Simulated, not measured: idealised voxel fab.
The process module that follows is named voxel self aligned contacts.
Cross-sectional view cut (width: 175 nm; square cell size: 5 nm).
Bands, listed from the top down, are how a cross-section gets written in this document; the cross-section itself is a grid of square cells, and a band is one or more rows of them. A band entry consists of two parts. The first gives the height of the band's top and the height of its bottom, in nm. The rest lists the band's materials from left to right, each with its width in nm. A single material labelled with the word "everywhere" fills the band from edge to edge, and the word "air" marks empty space. For the purposes of this specification, 0 denotes the height below which the wafer in its as-received condition is composed wholly of one material, and the lowermost band, lacking a lower limit, extends downward without end, as expressed in "0..down". When a width is written as two numbers, as in "30..40", the first number is the width in the top row of cells of the band and the second is the width in its bottom row, and the width changes by the same amount from each row to the next. It should be understood that the words "no change occurred", when stated for a given step, signify that the cross-section underwent no change in any of its cells during that step. Under "Enclosed cavity list" you'll find the enclosed gaps, the ones with no way out to the top, that are 8 cells or bigger; each reads width x height at distance, with distance counted from the left edge, everything in nm. On each step's line, the part that comes after the settings is the simulator's own comment on the step. The line of a step may include "overlay nm". On a step with a mask, this value is how far to the right of its planned place the mask lay. A negative value means the mask lay to the left. Note on reading: below, each pair holds a cross-section from before one process step and one from after it; the one from after shows only down to the lowest band that changed. Beneath the pair, the step in between is stated along with its settings. The pairs can stem from different runs of this module on the same starting wafer. Where a pair's entry headed "Pre-processing view" says so, and only there, that pair continues from the pair above it.

Pre-processing view:
50..30 | 45 of air, 40 of SiN, 15 of air, 40 of SiN, 35 of air
30..10 | 45 of air, 5 of SiN, 30 of polySi, 5 of SiN, 15 of air, 5 of SiN, 30 of polySi, 5 of SiN, 35 of air
10..5 | 50 of SiN, 30 of polySi, 25 of SiN, 30 of polySi, 40 of SiN
5..0 | SiO2 everywhere
0..down | Si everywhere
Enclosed cavity list: none

As Processed:
45..30 | 45 of air, 40 of SiN, 15 of air, 40 of SiN, 35 of air
30..5 | 45 of air, 5 of SiN, 30 of polySi, 5 of SiN, 15 of air, 5 of SiN, 30 of polySi, 5 of SiN, 35 of air
Unchanged below 5.
Enclosed cavity list: none
Link between the two cross-sections above: DIRECTIONAL_ETCH: etch materials SiN, depth nm 5

Pre-processing view: the after view from the pair directly above serves as the before view here.

As Processed:
65..45 | SiO2 everywhere
45..30 | 45 of SiO2, 40 of SiN, 15 of SiO2, 40 of SiN, 35 of SiO2
30..5 | 45 of SiO2, 5 of SiN, 30 of polySi, 5 of SiN, 15 of SiO2, 5 of SiN, 30 of polySi, 5 of SiN, 35 of SiO2
Unchanged below 5.
Enclosed cavity list: none
Link between the two cross-sections above: FILL_DEP: material SiO2, thk nm 20

Pre-processing view: the after view from the pair directly above serves as the before view here.

As Processed:
55..45 | SiO2 everywhere
Unchanged below 45.
Enclosed cavity list: none
Link between the two cross-sections above: CMP: height nm 55

Pre-processing view: the after view from the pair directly above serves as the before view here.

As Processed:
55..45 | 70 of SiO2, 35 of air, 70 of SiO2
45..30 | 45 of SiO2, 40 of SiN, 15 of air, 40 of SiN, 35 of SiO2
30..5 | 45 of SiO2, 5 of SiN, 30 of polySi, 5 of SiN, 15 of air, 5 of SiN, 30 of polySi, 5 of SiN, 35 of SiO2
5..0 | 85 of SiO2, 15 of air, 75 of SiO2
Unchanged below 0.
Enclosed cavity list: none
Link between the two cross-sections above: MASKED_ETCH: tone open, mask id CONTACT, width nm 35, etch materials SiO2, depth nm 55, overlay nm 0

Pre-processing view: the after view from the pair directly above serves as the before view here.

As Processed:
60..55 | 75 of TiN, 25 of air, 75 of TiN
55..45 | 70 of SiO2, 5..20 of TiN, 25..5 of air, 5..10 of TiN, 70 of SiO2
45..30 | 45 of SiO2, 40 of SiN, 5 of TiN, 5 of air, 5 of TiN, 40 of SiN, 35 of SiO2
30..5 | 45 of SiO2, 5 of SiN, 30 of polySi, 5 of SiN, 5 of TiN, 5 of air, 5 of TiN, 5 of SiN, 30 of polySi, 5 of SiN, 35 of SiO2
5..0 | 85 of SiO2, 15 of TiN, 75 of SiO2
Unchanged below 0.
Enclosed cavity list: none
Link between the two cross-sections above: CONFORMAL_DEP: material TiN, thk nm 5

Pre-processing view: the after view from the pair directly above serves as the before view here.

As Processed:
65..60 | Ru everywhere
60..55 | 75 of TiN, 25 of Ru, 75 of TiN
55..45 | 70 of SiO2, 5..20 of TiN, 25..5 of Ru, 5..10 of TiN, 70 of SiO2
45..30 | 45 of SiO2, 40 of SiN, 5 of TiN, 5 of Ru, 5 of TiN, 40 of SiN, 35 of SiO2
30..5 | 45 of SiO2, 5 of SiN, 30 of polySi, 5 of SiN, 5 of TiN, 5 of Ru, 5 of TiN, 5 of SiN, 30 of polySi, 5 of SiN, 35 of SiO2
Unchanged below 5.
Enclosed cavity list: none
Link between the two cross-sections above: FILL_DEP: material Ru, thk nm 5

Pre-processing view: the after view from the pair directly above serves as the before view here.

As Processed:
55..45 | 70 of SiO2, 5..20 of TiN, 25..5 of Ru, 5..10 of TiN, 70 of SiO2
Unchanged below 45.
Enclosed cavity list: none
Link between the two cross-sections above: CMP: height nm 55

Pre-processing view: the after view from the pair directly above serves as the before view here.

As Processed:
60..55 | SiCN everywhere
Unchanged below 55.
Enclosed cavity list: none
Link between the two cross-sections above: CONFORMAL_DEP: material SiCN, thk nm 5

Pre-processing view:
0..down | Si everywhere
Enclosed cavity list: none

As Processed:
5..0 | SiN everywhere
Unchanged below 0.
Enclosed cavity list: none
Link between the two cross-sections above: CONFORMAL_DEP: material SiN, thk nm 5

Pre-processing view: the after view from the pair directly above serves as the before view here.

As Processed:
30..5 | polySi everywhere
Unchanged below 5.
Enclosed cavity list: none
Link between the two cross-sections above: DIRECTIONAL_DEP: material polySi, thk nm 25

Pre-processing view: the after view from the pair directly above serves as the before view here.

As Processed:
45..30 | SiN everywhere
Unchanged below 30.
Enclosed cavity list: none
Link between the two cross-sections above: DIRECTIONAL_DEP: material SiN, thk nm 15

Pre-processing view: the after view from the pair directly above serves as the before view here.

As Processed:
55..45 | aC everywhere
Unchanged below 45.
Enclosed cavity list: none
Link between the two cross-sections above: DIRECTIONAL_DEP: material aC, thk nm 10

Pre-processing view: the after view from the pair directly above serves as the before view here.

As Processed:
85..55 | 45 of air, 30 of resist, 25 of air, 30 of resist, 45 of air
Unchanged below 55.
Enclosed cavity list: none
Link between the two cross-sections above: PATTERN: tone cover, mask id GATE, material resist, width nm 30, pitch nm 55, thk nm 30, overlay nm 0

Pre-processing view: the after view from the pair directly above serves as the before view here.

As Processed:
75..55 | 45 of air, 30 of resist, 25 of air, 30 of resist, 45 of air
55..45 | 45 of air, 30 of aC, 25 of air, 30 of aC, 45 of air
Unchanged below 45.
Enclosed cavity list: none
Link between the two cross-sections above: DIRECTIONAL_ETCH: etch materials aC, depth nm 10

Pre-processing view: the after view from the pair directly above serves as the before view here.

As Processed:
55..45 | 45 of air, 30 of aC, 25 of air, 30 of aC, 45 of air
Unchanged below 45.
Enclosed cavity list: none
Link between the two cross-sections above: STRIP: etch materials resist

Pre-processing view: the after view from the pair directly above serves as the before view here.

As Processed:
55..45 | 45 of air, 30 of aC, 25 of air, 30 of aC, 45 of air
45..30 | 45 of air, 30 of SiN, 25 of air, 30 of SiN, 45 of air
Unchanged below 30.
Enclosed cavity list: none
Link between the two cross-sections above: DIRECTIONAL_ETCH: etch materials SiN, depth nm 15

Pre-processing view: the after view from the pair directly above serves as the before view here.

As Processed:
55..45 | 45 of air, 30 of aC, 25 of air, 30 of aC, 45 of air
45..30 | 45 of air, 30 of SiN, 25 of air, 30 of SiN, 45 of air
30..5 | 45 of air, 30 of polySi, 25 of air, 30 of polySi, 45 of air
Unchanged below 5.
Enclosed cavity list: none
Link between the two cross-sections above: DIRECTIONAL_ETCH: etch materials polySi, depth nm 25

Pre-processing view: the after view from the pair directly above serves as the before view here.

As Processed:
45..30 | 45 of air, 30 of SiN, 25 of air, 30 of SiN, 45 of air
Unchanged below 30.
Enclosed cavity list: none
Link between the two cross-sections above: STRIP: etch materials aC

Pre-processing view: the after view from the pair directly above serves as the before view here.

As Processed:
50..30 | 40 of air, 40 of SiN, 15 of air, 40 of SiN, 40 of air
30..10 | 40 of air, 5 of SiN, 30 of polySi, 5 of SiN, 15 of air, 5 of SiN, 30 of polySi, 5 of SiN, 40 of air
10..5 | 45 of SiN, 30 of polySi, 25 of SiN, 30 of polySi, 45 of SiN
Unchanged below 5.
Enclosed cavity list: none
Link between the two cross-sections above: CONFORMAL_DEP: material SiN, thk nm 5

Pre-processing view: the after view from the pair directly above serves as the before view here.

As Processed:
45..30 | 40 of air, 40 of SiN, 15 of air, 40 of SiN, 40 of air
30..5 | 40 of air, 5 of SiN, 30 of polySi, 5 of SiN, 15 of air, 5 of SiN, 30 of polySi, 5 of SiN, 40 of air
Unchanged below 5.
Enclosed cavity list: none
Link between the two cross-sections above: DIRECTIONAL_ETCH: etch materials SiN, depth nm 5

Pre-processing view: the after view from the pair directly above serves as the before view here.

As Processed:
65..45 | SiO2 everywhere
45..30 | 40 of SiO2, 40 of SiN, 15 of SiO2, 40 of SiN, 40 of SiO2
30..5 | 40 of SiO2, 5 of SiN, 30 of polySi, 5 of SiN, 15 of SiO2, 5 of SiN, 30 of polySi, 5 of SiN, 40 of SiO2
Unchanged below 5.
Enclosed cavity list: none
Link between the two cross-sections above: FILL_DEP: material SiO2, thk nm 20

Pre-processing view: the after view from the pair directly above serves as the before view here.

As Processed:
55..45 | SiO2 everywhere
Unchanged below 45.
Enclosed cavity list: none
Link between the two cross-sections above: CMP: height nm 55

Pre-processing view: the after view from the pair directly above serves as the before view here.

As Processed:
55..45 | 70 of SiO2, 35 of air, 70 of SiO2
45..30 | 40 of SiO2, 40 of SiN, 15 of air, 40 of SiN, 40 of SiO2
30..5 | 40 of SiO2, 5 of SiN, 30 of polySi, 5 of SiN, 15 of air, 5 of SiN, 30 of polySi, 5 of SiN, 40 of SiO2
Unchanged below 5.
Enclosed cavity list: none
Link between the two cross-sections above: MASKED_ETCH: tone open, mask id CONTACT, width nm 35, etch materials SiO2, depth nm 55, overlay nm 0

Pre-processing view: the after view from the pair directly above serves as the before view here.

As Processed:
60..55 | 75 of TiN, 25 of air, 75 of TiN
55..45 | 70 of SiO2, 5..15 of TiN, 25..5 of air, 5..15 of TiN, 70 of SiO2
45..30 | 40 of SiO2, 40 of SiN, 5 of TiN, 5 of air, 5 of TiN, 40 of SiN, 40 of SiO2
30..10 | 40 of SiO2, 5 of SiN, 30 of polySi, 5 of SiN, 5 of TiN, 5 of air, 5 of TiN, 5 of SiN, 30 of polySi, 5 of SiN, 40 of SiO2
10..5 | 40 of SiO2, 5 of SiN, 30 of polySi, 5 of SiN, 15 of TiN, 5 of SiN, 30 of polySi, 5 of SiN, 40 of SiO2
Unchanged below 5.
Enclosed cavity list: none
Link between the two cross-sections above: CONFORMAL_DEP: material TiN, thk nm 5

Pre-processing view: the after view from the pair directly above serves as the before view here.

As Processed:
65..60 | Ru everywhere
60..55 | 75 of TiN, 25 of Ru, 75 of TiN
55..45 | 70 of SiO2, 5..15 of TiN, 25..5 of Ru, 5..15 of TiN, 70 of SiO2
45..30 | 40 of SiO2, 40 of SiN, 5 of TiN, 5 of Ru, 5 of TiN, 40 of SiN, 40 of SiO2
30..10 | 40 of SiO2, 5 of SiN, 30 of polySi, 5 of SiN, 5 of TiN, 5 of Ru, 5 of TiN, 5 of SiN, 30 of polySi, 5 of SiN, 40 of SiO2
Unchanged below 10.
Enclosed cavity list: none
Link between the two cross-sections above: FILL_DEP: material Ru, thk nm 5

Pre-processing view: the after view from the pair directly above serves as the before view here.

As Processed:
55..45 | 70 of SiO2, 5..15 of TiN, 25..5 of Ru, 5..15 of TiN, 70 of SiO2
Unchanged below 45.
Enclosed cavity list: none
Link between the two cross-sections above: CMP: height nm 55

Pre-processing view: the after view from the pair directly above serves as the before view here.

As Processed:
60..55 | SiCN everywhere
Unchanged below 55.
Enclosed cavity list: none
Link between the two cross-sections above: CONFORMAL_DEP: material SiCN, thk nm 5

Pre-processing view:
55..45 | SiO2 everywhere
45..30 | 40 of SiO2, 40 of SiN, 15 of SiO2, 40 of SiN, 40 of SiO2
30..5 | 40 of SiO2, 5 of SiN, 30 of polySi, 5 of SiN, 15 of SiO2, 5 of SiN, 30 of polySi, 5 of SiN, 40 of SiO2
5..0 | SiO2 everywhere
0..down | Si everywhere
Enclosed cavity list: none

As Processed:
55..45 | 70 of air, 35 of SiO2, 70 of air
45..30 | 40 of air, 40 of SiN, 15 of SiO2, 40 of SiN, 40 of air
30..5 | 40 of air, 5 of SiN, 30 of polySi, 5 of SiN, 15 of SiO2, 5 of SiN, 30 of polySi, 5 of SiN, 40 of air
5..0 | 40 of air, 95 of SiO2, 40 of air
Unchanged below 0.
Enclosed cavity list: none
Link between the two cross-sections above: MASKED_ETCH: tone cover, mask id CONTACT, width nm 35, etch materials SiO2, depth nm 55, overlay nm 0

Pre-processing view: the after view from the pair directly above serves as the before view here.

As Processed:
60..55 | 65 of air, 45 of TiN, 65 of air
55..45 | 65..35 of air, 5..35 of TiN, 35 of SiO2, 5..35 of TiN, 65..35 of air
45..30 | 35 of air, 5 of TiN, 40 of SiN, 15 of SiO2, 40 of SiN, 5 of TiN, 35 of air
30..5 | 35 of air, 5 of TiN, 5 of SiN, 30 of polySi, 5 of SiN, 15 of SiO2, 5 of SiN, 30 of polySi, 5 of SiN, 5 of TiN, 35 of air
5..0 | 40 of TiN, 95 of SiO2, 40 of TiN
Unchanged below 0.
Enclosed cavity list: none
Link between the two cross-sections above: CONFORMAL_DEP: material TiN, thk nm 5

Pre-processing view: the after view from the pair directly above serves as the before view here.

As Processed:
65..60 | Ru everywhere
60..55 | 65 of Ru, 45 of TiN, 65 of Ru
55..45 | 65..35 of Ru, 5..35 of TiN, 35 of SiO2, 5..35 of TiN, 65..35 of Ru
45..30 | 35 of Ru, 5 of TiN, 40 of SiN, 15 of SiO2, 40 of SiN, 5 of TiN, 35 of Ru
30..5 | 35 of Ru, 5 of TiN, 5 of SiN, 30 of polySi, 5 of SiN, 15 of SiO2, 5 of SiN, 30 of polySi, 5 of SiN, 5 of TiN, 35 of Ru
Unchanged below 5.
Enclosed cavity list: none
Link between the two cross-sections above: FILL_DEP: material Ru, thk nm 5

Pre-processing view: the after view from the pair directly above serves as the before view here.

As Processed:
55..45 | 65..35 of Ru, 5..35 of TiN, 35 of SiO2, 5..35 of TiN, 65..35 of Ru
Unchanged below 45.
Enclosed cavity list: none
Link between the two cross-sections above: CMP: height nm 55

Pre-processing view: the after view from the pair directly above serves as the before view here.

As Processed:
60..55 | SiCN everywhere
Unchanged below 55.
Enclosed cavity list: none
Link between the two cross-sections above: CONFORMAL_DEP: material SiCN, thk nm 5
